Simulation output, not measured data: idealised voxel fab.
Name of the process module below: voxel ribs on slabs
The width of the displayed cross-section, cut, is 195 nm; its cells are square, with a size of 5 nm.
In this document a cross-section is written as a grid of square cells. It is given as a series of bands, listed from the top down, and a band is one or more rows of cells. Top height, bottom height, nm. Materials left to right, width each, nm. Single material + "full width" = fills band edge to edge. "air" = empty. Convention: height 0 is the level below which the wafer, as received, is all one material. The lowest band does not terminate at the bottom but continues downward, represented as "0 -> down". Think of "30->40" as a width that walks from the first number to the second as you go down the band, top row to bottom row, taking equal-sized steps from row to row. Where the words "nothing was modified" appear for a step, the cross-section shows no cell changed by that step; every cell remained as before. Heads up: "Fully enclosed voids" only lists the empty pockets with no open path to the top that are 8 cells or more, and it writes them as width x height at distance, distance from the left edge, in nm. What comes after the settings on a step's line is commentary from the simulator itself on that step. "overlay nm", when on a step's line for a step with a mask, measures how far to the right of its planned place the mask lay; a negative measure means to the left.
Process steps - plan
1 RECEIVE [material Si]
2 DIRECTIONAL_DEP [material SiO2] [thk nm 25]
3 DIRECTIONAL_DEP [material SiN] [thk nm 20]
4 DIRECTIONAL_DEP [material aC] [thk nm 15]
5 PATTERN [tone cover] [mask id RIB] [material resist] [width nm 25] [thk nm 30] [overlay nm 0]
6 DIRECTIONAL_ETCH [etch materials aC] [depth nm 15]
7 STRIP [etch materials resist]
8 DIRECTIONAL_ETCH [etch materials SiN] [depth nm 5]
9 STRIP [etch materials aC]
10 MASKED_ETCH [tone cover] [mask id SLAB] [width nm 75] [etch materials SiN] [depth nm 15] [overlay nm 0]
11 FILL_DEP [material SiO2] [thk nm 20]
12 CMP [height nm 60]
13 DIRECTIONAL_DEP [material W] [thk nm 5]
14 PATTERN [tone cover] [mask id HEATER] [material resist] [width nm 35] [thk nm 20] [overlay nm 0]
15 DIRECTIONAL_ETCH [etch materials W] [depth nm 5]
16 STRIP [etch materials resist]
17 CONFORMAL_DEP [material SiO2] [thk nm 10]
As-received state of the wafer in cross-section, equivalent to post-step 1
- 0 -> down = Si full width
- Fully enclosed voids: none
The plan above was carried out on the starting structure above with one mistake, and this cross-section shows the wafer at the end of the module
- 75 -> 70 = air 70, then SiO2 55, then air 70
- 70 -> 65 = SiO2 full width
- 65 -> 60 = SiO2 80, then W 35, then SiO2 80
- 60 -> 40 = SiO2 full width
- 40 -> 30 = SiN 60, then SiO2 75, then SiN 60
- 30 -> 25 = SiN 60, then SiO2 25, then SiN 25, then SiO2 25, then SiN 60
- 25 -> 0 = SiO2 full width
- 0 -> down = Si full width
- Fully enclosed voids: none
Here's what went sideways: contrary to plan, step 10 was performed as MASKED_ETCH [tone open] [mask id SLAB] [width nm 75] [etch materials SiN] [depth nm 15] [overlay nm 0]
